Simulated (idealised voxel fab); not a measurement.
You're looking at the process module voxel wiring stack.
Each square cell in cross-section cut measures 5 nm, and the section as a whole is 235 nm wide.
Heads up, the way a cross-section reads in here is a grid of square cells, handed over as bands from the top down, with every band being one or more rows of cells.
A band entry consists of two parts. The first gives the height of the band's top and the height of its bottom, in nm. The rest lists the band's materials from left to right, each with its width in nm. A single material labelled with the word "edge to edge" fills the band from edge to edge, and the word "empty" marks empty space.
Height 0 is the level under which the wafer as received is all one material. The lowest band goes on downwards, as in "top 0, no bottom".
It should be noted that a width expressed as "30->40" varies in equal increments from row to row of cells within the band, taking the value of the first number at the top row and that of the second number at the bottom row.
"remained unchanged" for a step: no cell of the cross-section changed in that step.
The label "Closed-off voids" introduces a list of the empty spaces, 8 cells or larger, that have no open way up to the top; each entry in it reads width x height at distance, where the distance is taken from the left edge and all three are stated in nm.
Whatever follows a step's settings on its line is a remark the simulator itself makes about that step.
overlay nm: how far to the right of its planned place the mask lay on this masked step (negative: to the left).

Planned process steps
1. RECEIVE with material Si
2. CONFORMAL_DEP with material SiO2, thk nm 10
3. DIRECTIONAL_DEP with material TiN, thk nm 5
4. DIRECTIONAL_DEP with material W, thk nm 15
5. PATTERN with tone cover, mask id METAL_1, material resist, width nm 25, pitch nm 45, thk nm 20, overlay nm 0
6. DIRECTIONAL_ETCH with etch materials W, depth nm 15
7. DIRECTIONAL_ETCH with etch materials TiN, depth nm 5
8. STRIP with etch materials resist
9. CONFORMAL_DEP with material SiCN, thk nm 5
10. FILL_DEP with material SiO2, thk nm 5
11. CMP with height nm 30
12. CONFORMAL_DEP with material SiCN, thk nm 5
13. DIRECTIONAL_DEP with material lowk, thk nm 15
14. PATTERN with tone open, mask id PLUG_1, material resist, width nm 15, thk nm 20, overlay nm 0
15. DIRECTIONAL_ETCH with etch materials lowk, depth nm 15
16. DIRECTIONAL_ETCH with etch materials SiCN, depth nm 5
17. STRIP with etch materials resist
18. EPI with material Ru, thk nm 10
19. EPI with material Ru, thk nm 10
20. CONFORMAL_DEP with material SiN, thk nm 5
21. DIRECTIONAL_DEP with material SiO2, thk nm 25
22. PATTERN with tone open, mask id METAL_2, material resist, width nm 25, pitch nm 45, thk nm 20, overlay nm 0
23. DIRECTIONAL_ETCH with etch materials SiO2, depth nm 25
24. DIRECTIONAL_ETCH with etch materials SiN, depth nm 5
25. STRIP with etch materials resist
26. CONFORMAL_DEP with material TiN, thk nm 5
27. FILL_DEP with material Cu, thk nm 10
28. CMP with height nm 80
29. CONFORMAL_DEP with material SiCN, thk nm 5
30. DIRECTIONAL_DEP with material lowk, thk nm 10
31. PATTERN with tone open, mask id PLUG_2, material resist, width nm 15, pitch nm 45, thk nm 20, overlay nm 0
32. DIRECTIONAL_ETCH with etch materials lowk, depth nm 10
33. DIRECTIONAL_ETCH with etch materials SiCN, depth nm 5
34. STRIP with etch materials resist
35. EPI with material Ru, thk nm 10
36. EPI with material Ru, thk nm 5
37. DIRECTIONAL_DEP with material TiN, thk nm 5
38. DIRECTIONAL_DEP with material Ru, thk nm 15
39. DIRECTIONAL_DEP with material aC, thk nm 10
40. PATTERN with tone cover, mask id METAL_3, material resist, width nm 25, pitch nm 45, thk nm 25, overlay nm 0
41. DIRECTIONAL_ETCH with etch materials aC, depth nm 10
42. STRIP with etch materials resist
43. DIRECTIONAL_ETCH with etch materials Ru, depth nm 15
44. DIRECTIONAL_ETCH with etch materials TiN, depth nm 5
45. STRIP with etch materials aC
46. CONFORMAL_DEP with material SiN, thk nm 5
47. FILL_DEP with material lowk, thk nm 10
48. CMP with height nm 115
49. CONFORMAL_DEP with material SiCN, thk nm 5
50. DIRECTIONAL_DEP with material SiO2, thk nm 25
51. DIRECTIONAL_DEP with material aC, thk nm 10
52. PATTERN with tone open, mask id METAL_4_HOLES, material resist, width nm 15, pitch nm 45, thk nm 25, overlay nm 0
53. DIRECTIONAL_ETCH with etch materials aC, depth nm 10
54. STRIP with etch materials resist
55. DIRECTIONAL_ETCH with etch materials SiO2, depth nm 25
56. STRIP with etch materials aC
57. MASKED_ETCH with tone open, mask id METAL_4, width nm 25, pitch nm 45, etch materials SiO2, depth nm 15, overlay nm 0
58. MASKED_ETCH with tone open, mask id METAL_4, width nm 25, pitch nm 45, etch materials SiCN, depth nm 5, overlay nm 0
59. CONFORMAL_DEP with material TiN, thk nm 5
60. FILL_DEP with material Cu, thk nm 5
61. CMP with height nm 145
62. CONFORMAL_DEP with material SiN, thk nm 5

Incoming wafer, cross-sectional view, post step 1
top 0, no bottom  Si edge to edge
Closed-off voids: none

The module was run from the start shown above using the plan shown above, but one mistake was made doing it; the resulting wafer cross-section is below
top 150, bottom 145  SiN edge to edge
top 145, bottom 135  80 nm SiO2  5 nm TiN  15 nm Cu  5 nm TiN  20 nm SiO2  5 nm TiN  15 nm Cu  5 nm TiN  85 nm SiO2
top 135, bottom 130  80 nm SiO2  5 nm TiN  5 nm Cu  15 nm TiN  20 nm SiO2  5 nm TiN  5 nm Cu  15 nm TiN  85 nm SiO2
top 130, bottom 120  80 nm SiO2  5 nm TiN  5 nm Cu  5 nm TiN  30 nm SiO2  5 nm TiN  5 nm Cu  5 nm TiN  95 nm SiO2
top 120, bottom 115  80 nm SiCN  15 nm TiN  30 nm SiCN  15 nm TiN  95 nm SiCN
top 115, bottom 100  75 nm lowk  5 nm SiN  25 nm Ru  5 nm SiN  10 nm lowk  5 nm SiN  25 nm Ru  5 nm SiN  80 nm lowk
top 100, bottom 95  80 nm SiN  25 nm TiN  20 nm SiN  25 nm TiN  85 nm SiN
top 95, bottom 85  80 nm lowk  15 nm Ru  30 nm lowk  15 nm Ru  95 nm lowk
top 85, bottom 80  80 nm SiCN  15 nm Ru  30 nm SiCN  15 nm Ru  95 nm SiCN
top 80, bottom 55  80 nm SiO2  5 nm TiN  15 nm Cu  5 nm TiN  20 nm SiO2  5 nm TiN  15 nm Cu  5 nm TiN  85 nm SiO2
top 55, bottom 50  80 nm SiN  25 nm TiN  20 nm SiN  25 nm TiN  85 nm SiN
top 50, bottom 35  80 nm lowk  5 nm SiN  5 nm TiN  5 nm SiN  140 nm lowk
top 35, bottom 30  80 nm SiCN  5 nm SiN  5 nm TiN  5 nm SiN  140 nm SiCN
top 30, bottom 25  SiO2 edge to edge
top 25, bottom 20  75 nm SiO2  35 nm SiCN  10 nm SiO2  35 nm SiCN  80 nm SiO2
top 20, bottom 5  75 nm SiO2  5 nm SiCN  25 nm W  5 nm SiCN  10 nm SiO2  5 nm SiCN  25 nm W  5 nm SiCN  80 nm SiO2
top 5, bottom 0  80 nm SiCN  25 nm TiN  20 nm SiCN  25 nm TiN  85 nm SiCN
top 0, no bottom  Si edge to edge
Closed-off voids: none
What broke from the plan during processing? skipped: plan step 2 (never run)
